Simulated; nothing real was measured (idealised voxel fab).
Process module under the name voxel air gaps
Displayed cross-section: cut, width of 210 nm, square cells sized 5 nm.
We lay out every cross-section as a grid of square cells and spell it out in bands from the top down, where one band means one or more rows of cells. The entry gives the band's vertical extent as a top height and a bottom height in nm, then its horizontal make-up as materials from left to right, each with a width in nm. "empty" stands for empty space; a single material marked "everywhere" fills the band edge to edge. Beneath 0, the wafer as received is one material, and that level is where height counting begins. The lowest band goes on downward without a bottom; it is written like "0 and below". Width: "30 to 40" (first number = top row, second number = bottom row, same change from row to row of cells). Given "no change occurred" for a step, no cell of the cross-section differs between before and after that step. Empty spaces counting at least 8 cells and having no open way to the top are listed in "Enclosed internal voids". The notation width x height at distance is used for each, the distance being from the left edge and all three values in nm. Formally, on a step line, whatever follows the settings is a remark that the simulator itself makes on the step. The setting "overlay nm" may be written on the line of a step. When the step uses a mask, the value reports how far to the right of the planned place the mask lay, and a negative value reports that it lay to the left.

### The steps planned for the process are as follows
1. op RECEIVE | material Si
2. op CONFORMAL_DEP | material SiO2 | thk nm 10
3. op CONFORMAL_DEP | material SiN | thk nm 5
4. op DIRECTIONAL_DEP | material lowk | thk nm 40
5. op PATTERN | tone open | mask id LINES | material resist | width nm 15 | pitch nm 40 | thk nm 15 | overlay nm 0
6. op DIRECTIONAL_ETCH | etch materials lowk | depth nm 40
7. op STRIP | etch materials resist
8. op CONFORMAL_DEP | material TiN | thk nm 5
9. op FILL_DEP | material Ru | thk nm 10
10. op CMP | height nm 55
11. op EPI | material Ru | thk nm 10
12. op SELECTIVE_ETCH | etch materials lowk | depth nm 50
13. op CONFORMAL_DEP | material SiCN | thk nm 5

### Delivered wafer in cross-section: state after step 1
- 0 and below = Si everywhere
- Enclosed internal voids: none

### What the wafer looks like in cross-section after this module, when it starts as shown above and follows the plan above but one mistake is made in running it
- 80 down to 75 = empty 30 nm / SiCN 145 nm / empty 35 nm
- 75 down to 55 = empty 30 nm / SiCN 5 nm / Ru 135 nm / SiCN 5 nm / empty 35 nm
- 55 down to 50 = empty 30 nm / SiCN 25 nm / TiN 5 nm / Ru 5 nm / TiN 5 nm / lowk 25 nm / TiN 5 nm / Ru 5 nm / TiN 5 nm / lowk 25 nm / TiN 5 nm / Ru 5 nm / TiN 5 nm / SiCN 25 nm / empty 35 nm
- 50 down to 20 = empty 50 nm / SiCN 5 nm / TiN 5 nm / Ru 5 nm / TiN 5 nm / lowk 25 nm / TiN 5 nm / Ru 5 nm / TiN 5 nm / lowk 25 nm / TiN 5 nm / Ru 5 nm / TiN 5 nm / SiCN 5 nm / empty 55 nm
- 20 down to 15 = SiCN 55 nm / TiN 15 nm / lowk 25 nm / TiN 15 nm / lowk 25 nm / TiN 15 nm / SiCN 60 nm
- 15 down to 10 = SiN everywhere
- 10 down to 0 = SiO2 everywhere
- 0 and below = Si everywhere
- Enclosed internal voids: none
Plan not followed: in the plan, step 11 was performed twice
